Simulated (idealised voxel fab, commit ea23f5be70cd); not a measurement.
process module | voxel released beams
cross-section cut | 155 nm wide | cells 5 nm
A cross-section is a grid of square cells, given in bands from the top down. A band is one or more rows of cells.
Each band's line starts with the height of the band's top and of its bottom, in nm. Then come its materials from left to right, each with its width in nm. One material with "throughout" fills the band from edge to edge. "air" is empty space.
Height 0 is the level under which the wafer as received is all one material. The lowest band goes on downwards, as in "0 down".
A width such as "30 to 40" changes by the same amount from each row of cells to the next, from the band's top row to its bottom row.
"no change" after a step means that no cell of the cross-section changed.
closed voids: empty space of 8 cells or more with no open way to the top, each as width x height at its distance from the left edge, in nm
after a step's settings: what the simulator itself notes on the step
overlay nm, on a step with a mask: how far to the right of its planned place the mask lay; to the left if negative
plan
1 op RECEIVE | material Si
2 op CONFORMAL_DEP | material Al2O3 | thk nm 5
3 op DIRECTIONAL_DEP | material SiO2 | thk nm 15
4 op DIRECTIONAL_DEP | material aC | thk nm 10
5 op PATTERN | tone open | mask id ANCHOR | material resist | width nm 35 | thk nm 25 | overlay nm 0
6 op DIRECTIONAL_ETCH | etch materials aC | depth nm 10
7 op STRIP | etch materials resist
8 op DIRECTIONAL_ETCH | etch materials SiO2 | depth nm 15
9 op STRIP | etch materials aC
10 op CONFORMAL_DEP | material W | thk nm 10
11 op DIRECTIONAL_DEP | material aC | thk nm 15
12 op PATTERN | tone cover | mask id BEAM | material resist | width nm 100 | thk nm 35 | overlay nm 0
13 op DIRECTIONAL_ETCH | etch materials aC | depth nm 15
14 op STRIP | etch materials resist
15 op DIRECTIONAL_ETCH | etch materials W | depth nm 10
16 op STRIP | etch materials aC
17 op STRIP | etch materials SiO2
first wafer, as planned
as received, after step 1
  0 down: Si throughout
  closed voids: none
after step 2
  5 to 0: Al2O3 throughout
  below 0: unchanged
after step 3
  20 to 5: SiO2 throughout
  below 5: unchanged
after step 4
  30 to 20: aC throughout
  below 20: unchanged
after step 5
  55 to 30: resist 30 | air 35 | resist 90
  below 30: unchanged
after step 6
  45 to 30: resist 30 | air 35 | resist 90
  30 to 20: aC 30 | air 35 | aC 90
  below 20: unchanged
after step 7
  30 to 20: aC 30 | air 35 | aC 90
  below 20: unchanged
after step 8
  30 to 20: aC 30 | air 35 | aC 90
  20 to 5: SiO2 30 | air 35 | SiO2 90
  below 5: unchanged
after step 9
  20 to 5: SiO2 30 | air 35 | SiO2 90
  below 5: unchanged
after step 10
  30 to 20: W 40 | air 15 | W 100
  20 to 15: SiO2 30 | W 10 | air 15 | W 10 | SiO2 90
  15 to 5: SiO2 30 | W 35 | SiO2 90
  below 5: unchanged
after step 11
  45 to 30: aC 40 | air 15 | aC 100
  30 to 20: W 40 | aC 15 | W 100
  20 to 15: SiO2 30 | W 10 | aC 15 | W 10 | SiO2 90
  below 15: unchanged
after step 12
  80 to 45: air 25 | resist 100 | air 30
  45 to 30: aC 40 | resist 15 | aC 100
  below 30: unchanged
after step 13
  65 to 45: air 25 | resist 100 | air 30
  45 to 30: air 25 | aC 15 | resist 15 | aC 70 | air 30
  below 30: unchanged
after step 14
  45 to 30: air 25 | aC 15 | air 15 | aC 70 | air 30
  below 30: unchanged
after step 15
  45 to 30: air 25 | aC 15 | air 15 | aC 70 | air 30
  30 to 20: air 25 | W 15 | aC 15 | W 70 | air 30
  below 20: unchanged
after step 16
  30 to 20: air 25 | W 15 | air 15 | W 70 | air 30
  20 to 15: SiO2 30 | W 10 | air 15 | W 10 | SiO2 90
  below 15: unchanged
after step 17
  30 to 20: air 25 | W 15 | air 15 | W 70 | air 30
  20 to 15: air 30 | W 10 | air 15 | W 10 | air 90
  15 to 5: air 30 | W 35 | air 90
  below 5: unchanged
second wafer: like start, like plan, one mistake. Through step 11 it matches the first wafer
when step 12 should have ended
  80 to 45: air 30 | resist 100 | air 25
  45 to 30: aC 40 | resist 15 | aC 100
  below 30: unchanged
when step 13 should have ended
  65 to 45: air 30 | resist 100 | air 25
  45 to 30: air 30 | aC 10 | resist 15 | aC 75 | air 25
  below 30: unchanged
when step 14 should have ended
  45 to 30: air 30 | aC 10 | air 15 | aC 75 | air 25
  below 30: unchanged
when step 15 should have ended
  45 to 30: air 30 | aC 10 | air 15 | aC 75 | air 25
  30 to 20: air 30 | W 10 | aC 15 | W 75 | air 25
  below 20: unchanged
when step 16 should have ended
  30 to 20: air 30 | W 10 | air 15 | W 75 | air 25
  20 to 15: SiO2 30 | W 10 | air 15 | W 10 | SiO2 90
  below 15: unchanged
when step 17 should have ended
  30 to 20: air 30 | W 10 | air 15 | W 75 | air 25
  20 to 15: air 30 | W 10 | air 15 | W 10 | air 90
  15 to 5: air 30 | W 35 | air 90
  below 5: unchanged
what went wrong: step 12 ran as: op PATTERN | tone cover | mask id BEAM | material resist | width nm 100 | thk nm 35 | overlay nm 5
at the end the second wafer has, in cells: as many of each material as the first, in other places
